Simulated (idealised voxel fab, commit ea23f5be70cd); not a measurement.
Process module, titled voxel spacer lines
The cross-section shown here is cut; it is 175 nm wide and divided into square cells measuring 5 nm on a side.
For the purposes of this document, a cross-section shall be understood as a grid of square cells, specified as bands listed in top-to-bottom order, each band consisting of one or more rows of cells. Basically the band line says how high the top is and how high the bottom is, in nm, and then what's in it from left to right, every material with its width in nm. Empty space shows up as "empty", and if a single material carries "full width" it runs the full band edge to edge. Heights are reckoned from 0. Under this level, the received wafer is all of one material. The bottommost band is open-ended downward, for example "0 and below". It should be noted that a width expressed as "30->40" varies in equal increments from row to row of cells within the band, taking the value of the first number at the top row and that of the second number at the bottom row. "remained unchanged" for a step: no cell of the cross-section changed in that step. Look at "Internal closed voids" for the closed voids: empty spaces with no open path to the top, sized 8 cells or up. Each is width x height at distance, distance from the left edge, all nm. It should be noted that, on the line of a given step, the content following the step's settings is a remark produced by the simulator itself with respect to that step. overlay nm: mask offset rightward from planned place, masked step; negative means leftward offset.
These are the steps we planned for the process:
| 1 | RECEIVE: material Si |
| 2 | CONFORMAL_DEP: material Al2O3, thk nm 5 |
| 3 | DIRECTIONAL_DEP: material SiN, thk nm 10 |
| 4 | DIRECTIONAL_DEP: material polySi, thk nm 30 |
| 5 | PATTERN: tone cover, mask id MANDREL, material resist, width nm 15, pitch nm 50, thk nm 35, overlay nm 0 |
| 6 | DIRECTIONAL_ETCH: etch materials polySi, depth nm 30 |
| 7 | STRIP: etch materials resist |
| 8 | CONFORMAL_DEP: material SiO2, thk nm 10 |
| 9 | DIRECTIONAL_ETCH: etch materials SiO2, depth nm 10 |
| 10 | STRIP: etch materials polySi |
| 11 | DIRECTIONAL_ETCH: etch materials SiN, depth nm 10 |
| 12 | STRIP: etch materials SiO2 |
| 13 | FILL_DEP: material SiO2, thk nm 5 |
| 14 | CMP: height nm 15 |
Delivered wafer in cross-section: state after step 1:
> 0 and below | Si full width
> Internal closed voids: none
Cross-section, end of module. Start: as above. Plan: as above. Execution: one mistake:
> 15 down to 5 | 40 nm SiO2, 10 nm SiN, 25 nm SiO2, 10 nm SiN, 5 nm SiO2, 10 nm SiN, 25 nm SiO2, 10 nm SiN, 40 nm SiO2
> 5 down to 0 | Al2O3 full width
> 0 and below | Si full width
> Internal closed voids: none
Processing error: step 5 went in with a setting other than planned; the actual run was PATTERN: tone cover, mask id MANDREL, material resist, width nm 25, pitch nm 50, thk nm 35, overlay nm 0
